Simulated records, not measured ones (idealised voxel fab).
process module | voxel air gaps
cross-section cut | 280 nm wide | cells 5 nm
A cross-section is a grid of square cells, given in bands from the top down. A band is one or more rows of cells.
Each band's line starts with the height of the band's top and of its bottom, in nm. Then come its materials from left to right, each with its width in nm. One material with "throughout" fills the band from edge to edge. "air" is empty space.
Height 0 is the level under which the wafer as received is all one material. The lowest band goes on downwards, as in "0 down".
A width such as "30 to 40" changes by the same amount from each row of cells to the next, from the band's top row to its bottom row.
"no change" after a step means that no cell of the cross-section changed.
closed voids: empty space of 8 cells or more with no open way to the top, each as width x height at its distance from the left edge, in nm
after a step's settings: what the simulator itself notes on the step
overlay nm, on a step with a mask: how far to the right of its planned place the mask lay; to the left if negative
plan
1 op RECEIVE | material Si
2 op CONFORMAL_DEP | material SiO2 | thk nm 10
3 op CONFORMAL_DEP | material SiCN | thk nm 5
4 op DIRECTIONAL_DEP | material lowk | thk nm 35
5 op MASKED_ETCH | tone open | mask id LINES | width nm 15 | pitch nm 40 | etch materials lowk | depth nm 35 | overlay nm 0
6 op CONFORMAL_DEP | material TiN | thk nm 5
7 op FILL_DEP | material W | thk nm 10
8 op CMP | height nm 50
9 op EPI | material Ru | thk nm 10
10 op SELECTIVE_ETCH | etch materials lowk | depth nm 45
11 op CONFORMAL_DEP | material SiCN | thk nm 5
as received, after step 1
  0 down: Si throughout
  closed voids: none
first wafer at the end, as planned
  65 to 60: air 55 | SiCN 165 | air 60
  60 to 50: air 55 | SiCN 5 | Ru 35 | SiCN 5 | Ru 35 | SiCN 5 | Ru 35 | SiCN 5 | Ru 35 | SiCN 5 | air 60
  50 to 45: air 55 | SiCN 15 | TiN 5 | W 5 | TiN 5 | SiCN 25 | TiN 5 | W 5 | TiN 5 | SiCN 25 | TiN 5 | W 5 | TiN 5 | SiCN 25 | TiN 5 | W 5 | TiN 5 | SiCN 15 | air 60
  45 to 20: air 65 | SiCN 5 | TiN 5 | W 5 | TiN 5 | SiCN 5 | air 15 | SiCN 5 | TiN 5 | W 5 | TiN 5 | SiCN 5 | air 15 | SiCN 5 | TiN 5 | W 5 | TiN 5 | SiCN 5 | air 15 | SiCN 5 | TiN 5 | W 5 | TiN 5 | SiCN 5 | air 70
  20 to 15: SiCN 70 | TiN 15 | SiCN 25 | TiN 15 | SiCN 25 | TiN 15 | SiCN 25 | TiN 15 | SiCN 75
  15 to 10: SiCN throughout
  10 to 0: SiO2 throughout
  0 down: Si throughout
  closed voids: 15 x 25 at 90; 15 x 25 at 130; 15 x 25 at 170
second wafer at the end: like start, like plan, one mistake
  80 to 75: SiCN throughout
  75 to 65: Ru throughout
  65 to 55: W throughout
  55 to 50: TiN 75 | W 5 | TiN 35 | W 5 | TiN 35 | W 5 | TiN 35 | W 5 | TiN 80
  50 to 20: lowk 70 | TiN 5 | W 5 | TiN 5 | lowk 25 | TiN 5 | W 5 | TiN 5 | lowk 25 | TiN 5 | W 5 | TiN 5 | lowk 25 | TiN 5 | W 5 | TiN 5 | lowk 75
  20 to 15: lowk 70 | TiN 15 | lowk 25 | TiN 15 | lowk 25 | TiN 15 | lowk 25 | TiN 15 | lowk 75
  15 to 10: SiCN throughout
  10 to 0: SiO2 throughout
  0 down: Si throughout
  closed voids: none
what went wrong: step 8 was left out
at the end the second wafer has, in cells: 56 more of Ru | 92 fewer of SiCN | 52 more of TiN | 116 more of W | 308 more of lowk
closed voids at the end (first wafer, second wafer): 3, 0
